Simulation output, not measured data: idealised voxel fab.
The following process module bears the name voxel transistor to metal.
Shown is cross-section cut, with a width of 155 nm and square cells of size 5 nm.
Reading order for cross-sections: top band down to bottom band. Underlying form: a grid of square cells. Band size: one or more rows of cells.
Each band's line starts with the height of the band's top and of its bottom, in nm. Then come its materials from left to right, each with its width in nm. One material with "everywhere" fills the band from edge to edge. "blank" is empty space.
The level at which height equals 0 is the one under which the wafer, as it arrives, is entirely one material. No lower edge exists for the bottom band, which continues downward and is notated as in "0 nm and below".
Note: "30..40" means the width goes from the first number (top row of the band) to the second number (bottom row) in equal steps per row of cells.
Reading "changes: none" for a step: not a cell of the cross-section changed in it.
The entry "Closed internal voids" lists the empty spaces that cover at least 8 cells and have no open path to the top. Each is written as width x height at distance, where the distance is measured from the left edge and all three values are in nm.
Post-settings text on a step line: simulator's own remark regarding the step.
A step line may carry the setting "overlay nm", which, for steps involving a mask, states the distance by which the mask lay to the right of its intended position; negative values denote displacement to the left.

[plan]
1 RECEIVE [material Si]
2 CONFORMAL_DEP [material SiO2] [thk nm 5]
3 CONFORMAL_DEP [material SiN] [thk nm 15]
4 PATTERN [tone cover] [mask id ACTIVE] [material resist] [width nm 105] [thk nm 15] [overlay nm 0]
5 DIRECTIONAL_ETCH [etch materials SiN] [depth nm 15]
6 DIRECTIONAL_ETCH [etch materials SiO2] [depth nm 5]
7 DIRECTIONAL_ETCH [etch materials Si] [depth nm 20]
8 STRIP [etch materials resist]
9 OXIDIZE [depth nm 5]
10 FILL_DEP [material SiO2] [thk nm 15]
11 CMP [height nm 20]
12 SELECTIVE_ETCH [etch materials SiO2] [depth nm 15]
13 STRIP [etch materials SiN]
14 SELECTIVE_ETCH [etch materials SiO2] [depth nm 5]
15 OXIDIZE [depth nm 5]
16 DIRECTIONAL_DEP [material polySi] [thk nm 30]
17 DIRECTIONAL_DEP [material SiCN] [thk nm 10]
18 DIRECTIONAL_DEP [material aC] [thk nm 10]
19 PATTERN [tone cover] [mask id GATE] [material resist] [width nm 25] [thk nm 30] [overlay nm 0]
20 DIRECTIONAL_ETCH [etch materials aC] [depth nm 10]
21 STRIP [etch materials resist]
22 DIRECTIONAL_ETCH [etch materials SiCN] [depth nm 20]
23 DIRECTIONAL_ETCH [etch materials polySi] [depth nm 40]
24 STRIP [etch materials aC]
25 CONFORMAL_DEP [material SiO2] [thk nm 5]
26 DIRECTIONAL_ETCH [etch materials SiO2] [depth nm 5]
27 CONFORMAL_DEP [material SiN] [thk nm 10]
28 DIRECTIONAL_ETCH [etch materials SiN] [depth nm 10]
29 DIRECTIONAL_ETCH [etch materials SiO2] [depth nm 5]
30 DIRECTIONAL_ETCH [etch materials Si] [depth nm 15]
31 EPI [material nSi] [thk nm 15]
32 FILL_DEP [material SiO2] [thk nm 10]
33 CMP [height nm 40]
34 DIRECTIONAL_DEP [material SiO2] [thk nm 15]
35 PATTERN [tone open] [mask id CONTACT] [material resist] [width nm 30] [pitch nm 65] [thk nm 20] [overlay nm 0]
36 DIRECTIONAL_ETCH [etch materials SiO2] [depth nm 60]
37 STRIP [etch materials resist]
38 CONFORMAL_DEP [material TiN] [thk nm 5]
39 FILL_DEP [material Ru] [thk nm 5]
40 CMP [height nm 55]
41 CONFORMAL_DEP [material SiCN] [thk nm 5]
42 DIRECTIONAL_DEP [material SiO2] [thk nm 25]
43 MASKED_ETCH [tone open] [mask id METAL_1] [width nm 20] [pitch nm 75] [etch materials SiO2] [depth nm 25] [overlay nm 0]
44 MASKED_ETCH [tone open] [mask id METAL_1] [width nm 20] [pitch nm 75] [etch materials SiCN] [depth nm 5] [overlay nm 0]
45 CONFORMAL_DEP [material TiN] [thk nm 5]
46 FILL_DEP [material Cu] [thk nm 5]
47 CMP [height nm 85]
48 CONFORMAL_DEP [material SiN] [thk nm 5]

[Cross-section of the wafer as it came to us, i.e., already through step 1]
- 0 nm and below: Si everywhere
- Closed internal voids: none

[Run as planned - first of the two wafers cross-sectioned at the end of the module]
- 90 nm to 85 nm: SiN everywhere
- 85 nm to 60 nm: 30 SiO2, 5 TiN, 10 Cu, 5 TiN, 55 SiO2, 5 TiN, 10 Cu, 5 TiN, 30 SiO2
- 60 nm to 55 nm: 30 SiCN, 20 TiN, 55 SiCN, 20 TiN, 30 SiCN
- 55 nm to 45 nm: 30 SiO2, 5 TiN, 20 Ru, 5 TiN, 35 SiO2, 5 TiN, 20 Ru, 5 TiN, 30 SiO2
- 45 nm to 40 nm: 30 SiO2, 5 TiN, 10 Ru, 15 TiN, 35 SiO2, 15 TiN, 10 Ru, 5 TiN, 30 SiO2
- 40 nm to 30 nm: 30 SiO2, 5 TiN, 10 Ru, 5 TiN, 10 SiN, 5 SiO2, 25 SiCN, 5 SiO2, 10 SiN, 5 TiN, 10 Ru, 5 TiN, 30 SiO2
- 30 nm to 15 nm: 30 SiO2, 5 TiN, 10 Ru, 5 TiN, 10 SiN, 5 SiO2, 25 polySi, 5 SiO2, 10 SiN, 5 TiN, 10 Ru, 5 TiN, 30 SiO2
- 15 nm to 10 nm: 30 SiO2, 20 TiN, 10 SiN, 5 SiO2, 25 polySi, 5 SiO2, 10 SiN, 20 TiN, 30 SiO2
- 10 nm to 0 nm: 30 SiO2, 5 TiN, 15 nSi, 10 SiN, 5 SiO2, 25 polySi, 5 SiO2, 10 SiN, 15 nSi, 5 TiN, 30 SiO2
- 0 nm to -5 nm: 30 SiO2, 5 TiN, 15 nSi, 55 SiO2, 15 nSi, 5 TiN, 30 SiO2
- -5 nm to -20 nm: 30 SiO2, 20 nSi, 55 Si, 20 nSi, 30 SiO2
- -20 nm to -25 nm: 30 SiO2, 95 Si, 30 SiO2
- -25 nm and below: Si everywhere
- Closed internal voids: none

[Here is the second of the two wafers cut open at the end of the module - same start, same plan as the first one, but we made one mistake running it]
- 90 nm to 85 nm: SiN everywhere
- 85 nm to 60 nm: 30 SiO2, 5 TiN, 10 Cu, 5 TiN, 55 SiO2, 5 TiN, 10 Cu, 5 TiN, 30 SiO2
- 60 nm to 55 nm: 30 SiCN, 20 TiN, 55 SiCN, 20 TiN, 30 SiCN
- 55 nm to 45 nm: 30 SiO2, 5 TiN, 20 Ru, 5 TiN, 35 SiO2, 5 TiN, 20 Ru, 5 TiN, 30 SiO2
- 45 nm to 40 nm: 30 SiO2, 5 TiN, 10 Ru, 15 TiN, 35 SiO2, 15 TiN, 10 Ru, 5 TiN, 30 SiO2
- 40 nm to 30 nm: 30 SiO2, 5 TiN, 10 Ru, 5 TiN, 10 SiN, 5 SiO2, 25 SiCN, 5 SiO2, 10 SiN, 5 TiN, 10 Ru, 5 TiN, 30 SiO2
- 30 nm to 15 nm: 30 SiO2, 5 TiN, 10 Ru, 5 TiN, 10 SiN, 5 SiO2, 25 polySi, 5 SiO2, 10 SiN, 5 TiN, 10 Ru, 5 TiN, 30 SiO2
- 15 nm to 10 nm: 30 SiO2, 20 TiN, 10 SiN, 5 SiO2, 25 polySi, 5 SiO2, 10 SiN, 20 TiN, 30 SiO2
- 10 nm to 0 nm: 30 SiO2, 5 TiN, 15 nSi, 10 SiN, 5 SiO2, 25 polySi, 5 SiO2, 10 SiN, 15 nSi, 5 TiN, 30 SiO2
- 0 nm to -5 nm: 10 SiO2, 15 SiN, 5 SiO2, 5 TiN, 15 nSi, 55 SiO2, 15 nSi, 5 TiN, 5 SiO2, 15 SiN, 10 SiO2
- -5 nm to -15 nm: 10 SiO2, 15 SiN, 10 SiO2, 15 nSi, 55 Si, 15 nSi, 10 SiO2, 15 SiN, 10 SiO2
- -15 nm to -20 nm: 35 SiO2, 15 nSi, 55 Si, 15 nSi, 35 SiO2
- -20 nm to -25 nm: 30 SiO2, 95 Si, 30 SiO2
- -25 nm and below: Si everywhere
- Closed internal voids: none
Deviation noted in wafer processing: plan vs actual: 12 and 13 interchanged
at the end the second wafer has, in cells: 18 more of SiN; 12 fewer of SiO2; 6 fewer of nSi
